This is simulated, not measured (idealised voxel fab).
Herein follows the process module entitled voxel ribs on slabs.
Cross-section cut: width 160 nm, square cells of 5 nm.
Cross-section layout: square cells on a grid; listed as bands, top to bottom; a band spans one or more cell rows. This entry defines a band. It first specifies the height of the band's top and the height of its bottom in nm, and then specifies the band's materials from left to right, stating each material with its width in nm. The word "throughout" identifies a single material that fills the band from edge to edge, while the word "blank" identifies empty space. Zero point of the height axis is 0; under it, received wafer = one material. Lowest band: continues down indefinitely, "0 nm and below". The width entry "30..40" should be interpreted row by row: the top row of cells in the band takes the first number, the bottom row takes the second number, and the change between adjacent rows is uniform throughout. The cross-section has no changed cell in any step marked "left unchanged". This entry, "Closed void entries", enumerates those empty regions of no fewer than 8 cells that possess no open connection to the top. Each region is reported in the form width x height at distance, the distance being taken from the left edge, with all three quantities expressed in nm. Step line, after settings: the simulator's comment on this step. overlay nm: mask right of planned place by this much (step with mask). Neg. = left.

Here's what the planned process steps look like:
step 1: RECEIVE [material Si]
step 2: DIRECTIONAL_DEP [material SiO2] [thk nm 25]
step 3: DIRECTIONAL_DEP [material polySi] [thk nm 20]
step 4: MASKED_ETCH [tone cover] [mask id RIB] [width nm 20] [etch materials polySi] [depth nm 5] [overlay nm -15]
step 5: DIRECTIONAL_DEP [material aC] [thk nm 10]
step 6: PATTERN [tone cover] [mask id SLAB] [material resist] [width nm 50] [thk nm 25] [overlay nm 0]
step 7: DIRECTIONAL_ETCH [etch materials aC] [depth nm 10]
step 8: STRIP [etch materials resist]
step 9: DIRECTIONAL_ETCH [etch materials polySi] [depth nm 15]
step 10: STRIP [etch materials aC]
step 11: FILL_DEP [material SiO2] [thk nm 25]
step 12: CMP [height nm 60]
step 13: DIRECTIONAL_DEP [material TiN] [thk nm 5]
step 14: DIRECTIONAL_DEP [material aC] [thk nm 15]
step 15: PATTERN [tone cover] [mask id HEATER] [material resist] [width nm 30] [thk nm 30] [overlay nm 0]
step 16: DIRECTIONAL_ETCH [etch materials aC] [depth nm 15]
step 17: STRIP [etch materials resist]
step 18: DIRECTIONAL_ETCH [etch materials TiN] [depth nm 5]
step 19: STRIP [etch materials aC]
step 20: CONFORMAL_DEP [material SiN] [thk nm 10]
The plan's step 4 overlay nm is the first wafer's value; the wafers differ in this setting and start identical.

Cross-section of the first of several wafers on receipt, reflecting completion of step 1:
	0 nm and below = Si throughout
	Closed void entries: none

End of the module, past its last step, step 20: how the first of several wafers looks in cross-section:
	75 nm to 70 nm = 55 nm blank / 50 nm SiN / 55 nm blank
	70 nm to 65 nm = SiN throughout
	65 nm to 60 nm = 65 nm SiN / 30 nm TiN / 65 nm SiN
	60 nm to 45 nm = SiO2 throughout
	45 nm to 40 nm = 55 nm SiO2 / 20 nm polySi / 85 nm SiO2
	40 nm to 25 nm = 55 nm SiO2 / 50 nm polySi / 55 nm SiO2
	25 nm to 0 nm = SiO2 throughout
	0 nm and below = Si throughout
	Closed void entries: none

Wafer cross-section (last wafer, module end):
	75 nm to 70 nm = 55 nm blank / 50 nm SiN / 55 nm blank
	70 nm to 65 nm = SiN throughout
	65 nm to 60 nm = 65 nm SiN / 30 nm TiN / 65 nm SiN
	60 nm to 45 nm = SiO2 throughout
	45 nm to 40 nm = 85 nm SiO2 / 20 nm polySi / 55 nm SiO2
	40 nm to 25 nm = 55 nm SiO2 / 50 nm polySi / 55 nm SiO2
	25 nm to 0 nm = SiO2 throughout
	0 nm and below = Si throughout
	Closed void entries: none

Here is how to read the rows: every wafer has a row, and it shows the wafer at the end of the module, giving for each material how many cells were gained (+) or lost (-) since the wafer was received, then listing its closed voids:
overlay nm -15, +68 SiN, +350 SiO2, +6 TiN, +34 polySi, Closed void entries: none
overlay nm -10, +68 SiN, +350 SiO2, +6 TiN, +34 polySi, Closed void entries: none
overlay nm -5, +68 SiN, +350 SiO2, +6 TiN, +34 polySi, Closed void entries: none
overlay nm 0, +68 SiN, +350 SiO2, +6 TiN, +34 polySi, Closed void entries: none
overlay nm 5, +68 SiN, +350 SiO2, +6 TiN, +34 polySi, Closed void entries: none
overlay nm 10, +68 SiN, +350 SiO2, +6 TiN, +34 polySi, Closed void entries: none
overlay nm 15, +68 SiN, +350 SiO2, +6 TiN, +34 polySi, Closed void entries: none
